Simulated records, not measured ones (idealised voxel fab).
Process module name: voxel plated lines
Cross-sectional view cut (width: 240 nm; square cell size: 5 nm).
Just so we're on the same page, the cross-sections are grids of square cells, and they're listed out in bands top to bottom, each band one or more rows deep.
Each band's line starts with the height of the band's top and of its bottom, in nm. Then come its materials from left to right, each with its width in nm. One material with "full width" fills the band from edge to edge. "blank" is empty space.
Ref level 0: as-received wafer is one material below here. Bottom band extends down with no lower bound ("0 down").
Think of "30..40" as a width that walks from the first number to the second as you go down the band, top row to bottom row, taking equal-sized steps from row to row.
Any step labelled "nothing got changed" changed none of the cells in the cross-section.
In the "Voids, enclosed" entry, you get each enclosed empty space of 8 cells or more, one with no open way to the top, written width x height at distance, distance from the left edge, in nm.
If you see something after the settings on a step's line, that's the simulator's own remark about that step.
What "overlay nm" on a step's line means: if the step has a mask, that mask lay this far to the right of its planned place, or, when the value is negative, to the left.
# The process steps that were planned are listed below
step 1: RECEIVE with material Si
step 2: CONFORMAL_DEP with material SiO2, thk nm 5
step 3: DIRECTIONAL_DEP with material TiN, thk nm 5
step 4: PATTERN with tone open, mask id LINES, material resist, width nm 25, pitch nm 50, thk nm 25, overlay nm 0
step 5: EPI with material Ru, thk nm 5
step 6: EPI with material Ru, thk nm 10
step 7: STRIP with etch materials resist
step 8: DIRECTIONAL_ETCH with etch materials TiN, depth nm 5
step 9: CONFORMAL_DEP with material SiCN, thk nm 5
# Cross-section of the wafer upon arrival, representing the state reached after step 1
    0 down | Si full width
    Voids, enclosed: none
# Cross-sectional result after module completion. Note: starting condition and plan are unchanged from above; one processing mistake was made
    30 to 25 | blank: 60, then SiCN: 35, then blank: 15, then SiCN: 35, then blank: 15, then SiCN: 35, then blank: 45
    25 to 10 | blank: 60, then SiCN: 5, then Ru: 25, then SiCN: 5, then blank: 15, then SiCN: 5, then Ru: 25, then SiCN: 5, then blank: 15, then SiCN: 5, then Ru: 25, then SiCN: 5, then blank: 45
    10 to 5 | SiCN: 65, then TiN: 25, then SiCN: 25, then TiN: 25, then SiCN: 25, then TiN: 25, then SiCN: 50
    5 to 0 | SiO2 full width
    0 down | Si full width
    Voids, enclosed: none
Where did the run depart from the plan? step 4 off recipe, ran as PATTERN with tone open, mask id LINES, material resist, width nm 25, pitch nm 50, thk nm 25, overlay nm 10
